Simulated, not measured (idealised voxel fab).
Herein follows the process module entitled voxel self aligned vias.
Section shown: cut. Width: 140 nm. Cell size: 5 nm, square.
Throughout this document, each cross-section is represented as a grid of square cells and is presented as a sequence of bands enumerated from the top downward, where a band comprises one or more rows of cells. The entry gives the band's vertical extent as a top height and a bottom height in nm, then its horizontal make-up as materials from left to right, each with a width in nm. "blank" stands for empty space; a single material marked "throughout" fills the band edge to edge. Height is counted from the level 0, under which the received wafer is composed throughout of one material. The lowest of the bands is not closed at the bottom but continues downward, in the notation "0 -> down". With a width like "30 to 40", each row of cells in the band differs from the next by the same amount, the top row carrying the first number and the bottom row the second. "no change occurred" for a step: no cell of the cross-section changed in that step. "Closed void list" means: voids of 8 cells or more that are shut off from the top with no open way through. Written width x height at distance, distance from the left edge, in nm. On each step's line, the part that comes after the settings is the simulator's own comment on the step. A step line may carry the setting "overlay nm", which, for steps involving a mask, states the distance by which the mask lay to the right of its intended position; negative values denote displacement to the left.

Process steps (planned)
1. RECEIVE: material Si
2. CONFORMAL_DEP: material SiO2, thk nm 10
3. CONFORMAL_DEP: material SiCN, thk nm 5
4. DIRECTIONAL_DEP: material lowk, thk nm 30
5. PATTERN: tone open, mask id LINES, material resist, width nm 30, pitch nm 55, thk nm 20, overlay nm 0
6. DIRECTIONAL_ETCH: etch materials lowk, depth nm 30
7. STRIP: etch materials resist
8. CONFORMAL_DEP: material TiN, thk nm 5
9. FILL_DEP: material W, thk nm 10
10. CMP: height nm 40
11. SELECTIVE_ETCH: etch materials W Ru TiN, depth nm 5
12. FILL_DEP: material SiN, thk nm 5
13. CMP: height nm 45
14. DIRECTIONAL_DEP: material lowk, thk nm 20
15. DIRECTIONAL_DEP: material aC, thk nm 15
16. PATTERN: tone open, mask id VIAS, material resist, width nm 40, thk nm 30, overlay nm 0
17. DIRECTIONAL_ETCH: etch materials aC, depth nm 15
18. STRIP: etch materials resist
19. DIRECTIONAL_ETCH: etch materials lowk, depth nm 20
20. DIRECTIONAL_ETCH: etch materials SiN, depth nm 5
21. STRIP: etch materials aC
22. CONFORMAL_DEP: material TiN, thk nm 5
23. FILL_DEP: material W, thk nm 5
24. CMP: height nm 65
25. CONFORMAL_DEP: material SiN, thk nm 5
Don't read the plan's height nm for step 10 as applying to every wafer: that's the first wafer's value, and the wafers differ in it, though they all start identical.

As-received state after step 1, first of several wafers, cross-section
> 0 -> down | Si throughout
> Closed void list: none

Post step 25, the closing step of the module: first of several wafers, cross-sectioned
> 70 -> 65 | SiN throughout
> 65 -> 45 | 20 lowk; 5 TiN; 30 W; 5 TiN; 80 lowk
> 45 -> 40 | 20 SiN; 40 TiN; 80 SiN
> 40 -> 35 | 25 lowk; 30 SiN; 25 lowk; 30 SiN; 30 lowk
> 35 -> 20 | 25 lowk; 5 TiN; 20 W; 5 TiN; 25 lowk; 5 TiN; 20 W; 5 TiN; 30 lowk
> 20 -> 15 | 25 lowk; 30 TiN; 25 lowk; 30 TiN; 30 lowk
> 15 -> 10 | SiCN throughout
> 10 -> 0 | SiO2 throughout
> 0 -> down | Si throughout
> Closed void list: none

Of the several wafers, the last: cross-section at the end of the module
> 70 -> 65 | SiN throughout
> 65 -> 50 | 20 lowk; 5 TiN; 30 W; 5 TiN; 80 lowk
> 50 -> 45 | 20 lowk; 40 TiN; 80 lowk
> 45 -> 20 | 25 lowk; 5 TiN; 20 W; 5 TiN; 25 lowk; 5 TiN; 20 W; 5 TiN; 30 lowk
> 20 -> 15 | 25 lowk; 30 TiN; 25 lowk; 30 TiN; 30 lowk
> 15 -> 10 | SiCN throughout
> 10 -> 0 | SiO2 throughout
> 0 -> down | Si throughout
> Closed void list: none

The rows of the table below are wafers. Looking at the end of the module, a row counts, for every material, the cells the wafer has gained, shown as (+), or lost, shown as (-), since it was received; its closed voids come next
height nm 40 | +28 SiCN | +60 SiN | +56 SiO2 | +40 TiN | +48 W | +160 lowk | Closed void list: none
height nm 45 | +28 SiCN | +34 SiN | +56 SiO2 | +44 TiN | +54 W | +176 lowk | Closed void list: none
height nm 50 | +28 SiCN | +28 SiN | +56 SiO2 | +46 TiN | +58 W | +176 lowk | Closed void list: none
height nm 55 | +28 SiCN | +28 SiN | +56 SiO2 | +46 TiN | +58 W | +176 lowk | Closed void list: none
height nm 60 | +28 SiCN | +28 SiN | +56 SiO2 | +46 TiN | +58 W | +176 lowk | Closed void list: none
